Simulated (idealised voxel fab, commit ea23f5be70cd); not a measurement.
process module | voxel transistor to metal
cross-section cut | 170 nm wide | cells 5 nm
A cross-section is a grid of square cells, given in bands from the top down. A band is one or more rows of cells.
Each band's line starts with the height of the band's top and of its bottom, in nm. Then come its materials from left to right, each with its width in nm. One material with "throughout" fills the band from edge to edge. "air" is empty space.
Height 0 is the level under which the wafer as received is all one material. The lowest band goes on downwards, as in "0 down".
A width such as "30 to 40" changes by the same amount from each row of cells to the next, from the band's top row to its bottom row.
"no change" after a step means that no cell of the cross-section changed.
closed voids: empty space of 8 cells or more with no open way to the top, each as width x height at its distance from the left edge, in nm
after a step's settings: what the simulator itself notes on the step
overlay nm, on a step with a mask: how far to the right of its planned place the mask lay; to the left if negative
plan
1 op RECEIVE | material Si
2 op OXIDIZE | depth nm 5
3 op CONFORMAL_DEP | material SiN | thk nm 10
4 op PATTERN | tone cover | mask id ACTIVE | material resist | width nm 95 | thk nm 20 | overlay nm 0
5 op DIRECTIONAL_ETCH | etch materials SiN | depth nm 10
6 op DIRECTIONAL_ETCH | etch materials SiO2 | depth nm 5
7 op DIRECTIONAL_ETCH | etch materials Si | depth nm 35
8 op STRIP | etch materials resist
9 op OXIDIZE | depth nm 5
10 op FILL_DEP | material SiO2 | thk nm 15
11 op CMP | height nm 10
12 op SELECTIVE_ETCH | etch materials SiO2 | depth nm 10
13 op STRIP | etch materials SiN
14 op SELECTIVE_ETCH | etch materials SiO2 | depth nm 5
15 op OXIDIZE | depth nm 5
16 op DIRECTIONAL_DEP | material polySi | thk nm 25
17 op DIRECTIONAL_DEP | material SiCN | thk nm 10
18 op MASKED_ETCH | tone cover | mask id GATE | width nm 25 | etch materials SiCN | depth nm 20 | overlay nm 0
19 op MASKED_ETCH | tone cover | mask id GATE | width nm 25 | etch materials polySi | depth nm 35 | overlay nm 0
20 op CONFORMAL_DEP | material SiO2 | thk nm 5
21 op DIRECTIONAL_ETCH | etch materials SiO2 | depth nm 5
22 op CONFORMAL_DEP | material SiN | thk nm 10
23 op DIRECTIONAL_ETCH | etch materials SiN | depth nm 10
24 op DIRECTIONAL_ETCH | etch materials SiO2 | depth nm 5
25 op EPI | material pSi | thk nm 5
26 op FILL_DEP | material SiO2 | thk nm 10
27 op CMP | height nm 20
28 op STRIP | etch materials polySi
29 op SELECTIVE_ETCH | etch materials SiO2 | depth nm 5
30 op CONFORMAL_DEP | material HfO2 | thk nm 5
31 op CONFORMAL_DEP | material TiN | thk nm 5
32 op FILL_DEP | material W | thk nm 10
33 op CMP | height nm 15
34 op DIRECTIONAL_DEP | material SiO2 | thk nm 15
35 op MASKED_ETCH | tone open | mask id CONTACT | width nm 15 | pitch nm 70 | etch materials SiO2 | depth nm 35 | overlay nm 0
36 op CONFORMAL_DEP | material TiN | thk nm 5
37 op FILL_DEP | material W | thk nm 10
38 op CMP | height nm 30
39 op CONFORMAL_DEP | material SiN | thk nm 5
40 op DIRECTIONAL_DEP | material lowk | thk nm 20
41 op MASKED_ETCH | tone open | mask id METAL_1 | width nm 15 | pitch nm 70 | etch materials lowk | depth nm 20 | overlay nm 0
42 op MASKED_ETCH | tone open | mask id METAL_1 | width nm 15 | pitch nm 70 | etch materials SiN | depth nm 5 | overlay nm 0
43 op CONFORMAL_DEP | material TiN | thk nm 5
44 op FILL_DEP | material W | thk nm 5
45 op CMP | height nm 55
46 op EPI | material Ru | thk nm 5
47 op FILL_DEP | material SiCN | thk nm 5
as received, after step 1
  0 down: Si throughout
  closed voids: none
first wafer at the end, as planned
  65 to 60: SiCN throughout
  60 to 55: SiCN 35 | Ru 25 | SiCN 45 | Ru 25 | SiCN 40
  55 to 35: lowk 40 | TiN 5 | W 5 | TiN 5 | lowk 55 | TiN 5 | W 5 | TiN 5 | lowk 45
  35 to 30: SiN 40 | TiN 15 | SiN 55 | TiN 15 | SiN 45
  30 to 15: SiO2 40 | TiN 5 | W 5 | TiN 5 | SiO2 55 | TiN 5 | W 5 | TiN 5 | SiO2 45
  15 to 0: SiO2 40 | TiN 5 | W 5 | TiN 5 | SiN 10 | HfO2 5 | TiN 5 | W 15 | TiN 5 | HfO2 5 | SiN 10 | TiN 5 | W 5 | TiN 5 | SiO2 45
  0 to -5: SiO2 40 | TiN 15 | SiN 10 | HfO2 5 | TiN 25 | HfO2 5 | SiN 10 | TiN 15 | SiO2 45
  -5 to -10: SiO2 35 | pSi 20 | SiO2 10 | HfO2 35 | SiO2 10 | pSi 20 | SiO2 40
  -10 to -45: SiO2 40 | Si 85 | SiO2 45
  -45 down: Si throughout
  closed voids: none
second wafer at the end: like start, like plan, one mistake
  65 to 60: SiCN throughout
  60 to 55: SiCN 35 | Ru 30 | SiCN 40 | Ru 30 | SiCN 35
  55 to 40: lowk 40 | TiN 5 | W 10 | TiN 5 | lowk 50 | TiN 5 | W 10 | TiN 5 | lowk 40
  40 to 35: lowk 40 | TiN 5 | W 5 | TiN 10 | lowk 50 | TiN 5 | W 5 | TiN 10 | lowk 40
  35 to 30: SiN 40 | TiN 15 | SiN 55 | TiN 15 | SiN 45
  30 to 15: SiO2 40 | TiN 5 | W 5 | TiN 5 | SiO2 55 | TiN 5 | W 5 | TiN 5 | SiO2 45
  15 to 0: SiO2 40 | TiN 5 | W 5 | TiN 5 | SiN 10 | HfO2 5 | TiN 5 | W 15 | TiN 5 | HfO2 5 | SiN 10 | TiN 5 | W 5 | TiN 5 | SiO2 45
  0 to -5: SiO2 40 | TiN 15 | SiN 10 | HfO2 5 | TiN 25 | HfO2 5 | SiN 10 | TiN 15 | SiO2 45
  -5 to -10: SiO2 35 | pSi 20 | SiO2 10 | HfO2 35 | SiO2 10 | pSi 20 | SiO2 40
  -10 to -45: SiO2 40 | Si 85 | SiO2 45
  -45 down: Si throughout
  closed voids: none
what went wrong: step 41 ran as: op MASKED_ETCH | tone open | mask id METAL_1 | width nm 20 | pitch nm 70 | etch materials lowk | depth nm 20 | overlay nm 0
at the end the second wafer has, in cells: 2 more of Ru | 2 fewer of SiCN | 2 more of TiN | 6 more of W | 8 fewer of lowk
